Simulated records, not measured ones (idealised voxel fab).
Name of the process module below: voxel gate over fins
We display cut, a cross-section 295 nm in width whose square cells are each 5 nm.
In this document a cross-section is written as a grid of square cells. It is given as a series of bands, listed from the top down, and a band is one or more rows of cells. Band entry format. Leading values: height of top, height of bottom, nm. Remainder: materials in left-to-right order, each with its width in nm. Special words: "full width" on a single material, which then fills the band edge to edge; "air", empty space. The level at which height equals 0 is the one under which the wafer, as it arrives, is entirely one material. No lower edge exists for the bottom band, which continues downward and is notated as in "z 0 and below". A two-number width, for instance "30 to 40", indicates that the width is equal to the first number in the top row of the band and to the second number in the bottom row, and that it changes by a constant amount per row of cells. Given "nothing was modified" for a step, no cell of the cross-section differs between before and after that step. Listed in "Enclosed cavities": every empty space of 8 or more cells without an open way to the top. Form: width x height at distance, the distance being from the left edge, all in nm. Step line, after settings: the simulator's comment on this step. On any step carrying a mask, the "overlay nm" setting, if present on the step's line, tells how far right of its planned place the mask lay; negative values point to the left.
-- Intended process steps
1. RECEIVE: material Si
2. CONFORMAL_DEP: material SiN, thk nm 5
3. MASKED_ETCH: tone cover, mask id FINS, width nm 15, pitch nm 40, etch materials SiN, depth nm 5, overlay nm 0
4. MASKED_ETCH: tone cover, mask id FINS, width nm 15, pitch nm 40, etch materials Si, depth nm 30, overlay nm 0
5. FILL_DEP: material SiO2, thk nm 5
6. CMP: height nm 5
7. SELECTIVE_ETCH: etch materials SiO2, depth nm 20
8. STRIP: etch materials SiN
9. CONFORMAL_DEP: material HfO2, thk nm 5
10. CONFORMAL_DEP: material TiN, thk nm 5
11. CONFORMAL_DEP: material TiAl, thk nm 5
12. CONFORMAL_DEP: material TiN, thk nm 5
13. FILL_DEP: material W, thk nm 15
14. CMP: height nm 30
15. CONFORMAL_DEP: material SiN, thk nm 5
-- The cross-section here shows the wafer as received, i.e. in its state after step 1
	z 0 and below  Si full width
	Enclosed cavities: none
-- Same starting wafer, same plan as above, one mistake in the execution; this is the cross-section at the end of the module
	z 35 to 30  SiN full width
	z 30 to 20  W full width
	z 20 to 15  W 60 nm  TiAl 175 nm  W 60 nm
	z 15 to 5  W 60 nm  TiAl 5 nm  TiN 165 nm  TiAl 5 nm  W 60 nm
	z 5 to 0  TiAl 65 nm  TiN 10 nm  HfO2 25 nm  TiN 15 nm  HfO2 25 nm  TiN 15 nm  HfO2 25 nm  TiN 15 nm  HfO2 25 nm  TiN 10 nm  TiAl 65 nm
	z 0 to -10  TiN 75 nm  HfO2 5 nm  Si 15 nm  HfO2 5 nm  TiN 15 nm  HfO2 5 nm  Si 15 nm  HfO2 5 nm  TiN 15 nm  HfO2 5 nm  Si 15 nm  HfO2 5 nm  TiN 15 nm  HfO2 5 nm  Si 15 nm  HfO2 5 nm  TiN 75 nm
	z -10 to -15  HfO2 80 nm  Si 15 nm  HfO2 25 nm  Si 15 nm  HfO2 25 nm  Si 15 nm  HfO2 25 nm  Si 15 nm  HfO2 80 nm
	z -15 to -30  SiO2 80 nm  Si 15 nm  SiO2 25 nm  Si 15 nm  SiO2 25 nm  Si 15 nm  SiO2 25 nm  Si 15 nm  SiO2 80 nm
	z -30 and below  Si full width
	Enclosed cavities: none
What went wrong in running the wafer? plan vs actual: 11 and 12 interchanged
